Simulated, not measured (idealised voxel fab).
voxel double patterning: a process module
Cross-sectional view cut (width: 280 nm; square cell size: 5 nm).
In what follows, cross-sections appear as grids of square cells, described through bands that run from the top down, where every band is one or more rows of cells.
Quick guide to a band line: top height, bottom height (nm) up front; then every material left to right with its width in nm. Only one material and it's marked "all across"? Then it fills the band edge to edge. And "air" just means empty space.
Height datum 0, below which the as-received substrate wafer is one material. Lowest band open at the bottom, running downward: "0..down".
Note: "30..40" means the width goes from the first number (top row of the band) to the second number (bottom row) in equal steps per row of cells.
When a step is marked "left unchanged", none of the cells in the cross-section changed during that step.
Look at "Closed-off voids" for the closed voids: empty spaces with no open path to the top, sized 8 cells or up. Each is width x height at distance, distance from the left edge, all nm.
Post-settings text on a step line: simulator's own remark regarding the step.
Steps that use a mask can have "overlay nm" on their line. It says how far the mask sat to the right of where it was meant to be. Negative means to the left.
-- Intended process steps
step 1: op RECEIVE | material Si
step 2: op CONFORMAL_DEP | material SiO2 | thk nm 5
step 3: op DIRECTIONAL_DEP | material W | thk nm 10
step 4: op DIRECTIONAL_DEP | material SiN | thk nm 10
step 5: op MASKED_ETCH | tone open | mask id FIRST | width nm 15 | pitch nm 50 | etch materials SiN | depth nm 10 | overlay nm 0
step 6: op PATTERN | tone open | mask id SECOND | material resist | width nm 15 | pitch nm 50 | thk nm 15 | overlay nm 0
step 7: op DIRECTIONAL_ETCH | etch materials SiN | depth nm 10
step 8: op STRIP | etch materials resist
step 9: op DIRECTIONAL_ETCH | etch materials W | depth nm 10
step 10: op STRIP | etch materials SiN
-- Shown in cross-section is the wafer as received, that is, as it stands after step 1
- 0..down: Si all across
- Closed-off voids: none
-- The module was run from the start shown above using the plan shown above, but one mistake was made doing it; the resulting wafer cross-section is below
- 25..15: 80 SiN; 15 air; 10 SiN; 15 air; 10 SiN; 15 air; 10 SiN; 15 air; 10 SiN; 15 air; 85 SiN
- 15..5: 80 W; 15 air; 10 W; 15 air; 10 W; 15 air; 10 W; 15 air; 10 W; 15 air; 85 W
- 5..0: SiO2 all across
- 0..down: Si all across
- Closed-off voids: none
Heads up, the wafer didn't run the way we planned it: the run left out plan step 10 entirely, so it was never executed
